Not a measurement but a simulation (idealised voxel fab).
Process module heading - voxel air gaps
Each square cell in cross-section cut measures 5 nm, and the section as a whole is 240 nm wide.
Cross-section format: a grid of square cells, given as bands from top to bottom; each band is one or more rows of cells. Top, bottom (nm), then materials left to right with widths (nm); lone material tagged "everywhere" fills the whole band edge to edge; "blank" = empty space. Height 0 is the level under which the wafer as received is all one material. The lowest band goes on downwards, as in "from 0 down". Quick explanation for "30->40": the width changes in equal steps down the rows of cells, from the first number in the band's top row to the second number in its bottom row. Step marked "identical to before"? Then no cell in the cross-section changed in it. "Sealed cavities" specifies each empty space that is not open to the top and that occupies no fewer than 8 cells, using the form width x height at distance, the distance measured from the left edge and all three quantities in nm. It should be noted that, on the line of a given step, the content following the step's settings is a remark produced by the simulator itself with respect to that step. A step's line can hold "overlay nm"; with a mask on that step, the setting says how far right of the planned place the mask lay, while a negative setting says it lay to the left.
## Steps planned for the process
1) RECEIVE [material Si]
2) CONFORMAL_DEP [material SiO2] [thk nm 15]
3) CONFORMAL_DEP [material SiN] [thk nm 5]
4) DIRECTIONAL_DEP [material SiO2] [thk nm 35]
5) DIRECTIONAL_DEP [material aC] [thk nm 15]
6) PATTERN [tone open] [mask id LINES] [material resist] [width nm 20] [pitch nm 45] [thk nm 35] [overlay nm 0]
7) DIRECTIONAL_ETCH [etch materials aC] [depth nm 15]
8) STRIP [etch materials resist]
9) DIRECTIONAL_ETCH [etch materials SiO2] [depth nm 35]
10) STRIP [etch materials aC]
11) CONFORMAL_DEP [material TiN] [thk nm 5]
12) FILL_DEP [material Cu] [thk nm 5]
13) CMP [height nm 55]
14) EPI [material Ru] [thk nm 10]
15) SELECTIVE_ETCH [etch materials SiO2] [depth nm 45]
16) CONFORMAL_DEP [material SiCN] [thk nm 5]
## Cross-section: wafer on arrival = after step 1
    from 0 down: Si everywhere
    Sealed cavities: none
## Module complete, cross-section. Starting point and plan per above. One mistake made in running the module
    from 70 to 65: SiCN everywhere
    from 65 to 55: Ru everywhere
    from 55 to 25: Cu 35, TiN 5, SiO2 20, TiN 5, Cu 15, TiN 5, SiO2 20, TiN 5, Cu 15, TiN 5, SiO2 20, TiN 5, Cu 15, TiN 5, SiO2 20, TiN 5, Cu 40
    from 25 to 20: TiN 40, SiO2 20, TiN 25, SiO2 20, TiN 25, SiO2 20, TiN 25, SiO2 20, TiN 45
    from 20 to 15: SiN everywhere
    from 15 to 0: SiO2 everywhere
    from 0 down: Si everywhere
    Sealed cavities: none
Run error: planned and actual differ for step 6; actual: PATTERN [tone cover] [mask id LINES] [material resist] [width nm 20] [pitch nm 45] [thk nm 35] [overlay nm 0]
